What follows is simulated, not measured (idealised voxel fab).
The following is a process module called voxel fin reveal.
Cross-sectional view cut (width: 185 nm; square cell size: 5 nm).
Each cross-section below is a grid of square cells, stated as bands in top-down order, with one or more rows of cells making up each band.
Band: top height; bottom height; in nm. Then, left to right: material with width in nm, for each material. "all across": a single material spanning edge to edge. "empty": empty space.
Heights from 0 (as-received wafer is one material below). Bottom band endless downward, as "0 and below".
When a width is written as two numbers, as in "30 to 40", the first number is the width in the top row of cells of the band and the second is the width in its bottom row, and the width changes by the same amount from each row to the next.
When a step is marked "no alteration", none of the cells in the cross-section changed during that step.
"Closed-off voids" means: voids of 8 cells or more that are shut off from the top with no open way through. Written width x height at distance, distance from the left edge, in nm.
after a step's settings: what the simulator itself notes on the step
"overlay nm" denotes, for a step that has a mask, the displacement of the mask to the right of its planned place, with negative values corresponding to the left.

-- The following list gives the planned process steps
1) RECEIVE [material Si]
2) CONFORMAL_DEP [material SiN] [thk nm 10]
3) PATTERN [tone cover] [mask id FINS] [material resist] [width nm 15] [pitch nm 40] [thk nm 20] [overlay nm 0]
4) DIRECTIONAL_ETCH [etch materials SiN] [depth nm 10]
5) DIRECTIONAL_ETCH [etch materials Si] [depth nm 35]
6) STRIP [etch materials resist]
7) OXIDIZE [depth nm 5]
8) FILL_DEP [material SiO2] [thk nm 10]
9) CMP [height nm 10]
10) SELECTIVE_ETCH [etch materials SiO2] [depth nm 30]
11) STRIP [etch materials SiN]
12) CONFORMAL_DEP [material HfO2] [thk nm 5]

-- Cross-section of the wafer upon arrival, representing the state reached after step 1
0 and below = Si all across
Closed-off voids: none

-- Cross-section, first of two wafers, end of module, run as planned
5 down to 0 = empty 65 / HfO2 15 / empty 25 / HfO2 15 / empty 65
0 down to -15 = empty 65 / HfO2 5 / Si 5 / HfO2 5 / empty 25 / HfO2 5 / Si 5 / HfO2 5 / empty 65
-15 down to -20 = HfO2 70 / Si 5 / HfO2 35 / Si 5 / HfO2 70
-20 down to -40 = SiO2 70 / Si 5 / SiO2 35 / Si 5 / SiO2 70
-40 and below = Si all across
Closed-off voids: none

-- Module end: cross-section of wafer two of two. Same start and process plan as the first wafer. One mistake during execution
5 down to 0 = empty 65 / HfO2 15 / empty 25 / HfO2 15 / empty 65
0 down to -35 = empty 65 / HfO2 5 / Si 5 / HfO2 5 / empty 25 / HfO2 5 / Si 5 / HfO2 5 / empty 65
-35 down to -40 = HfO2 70 / Si 5 / HfO2 35 / Si 5 / HfO2 70
-40 and below = Si all across
Closed-off voids: none
Here's what went sideways: in the plan, step 10 was performed twice
Final difference in cells, second wafer against first, listed per material as more or fewer: HfO2: 16 more; SiO2: 140 fewer
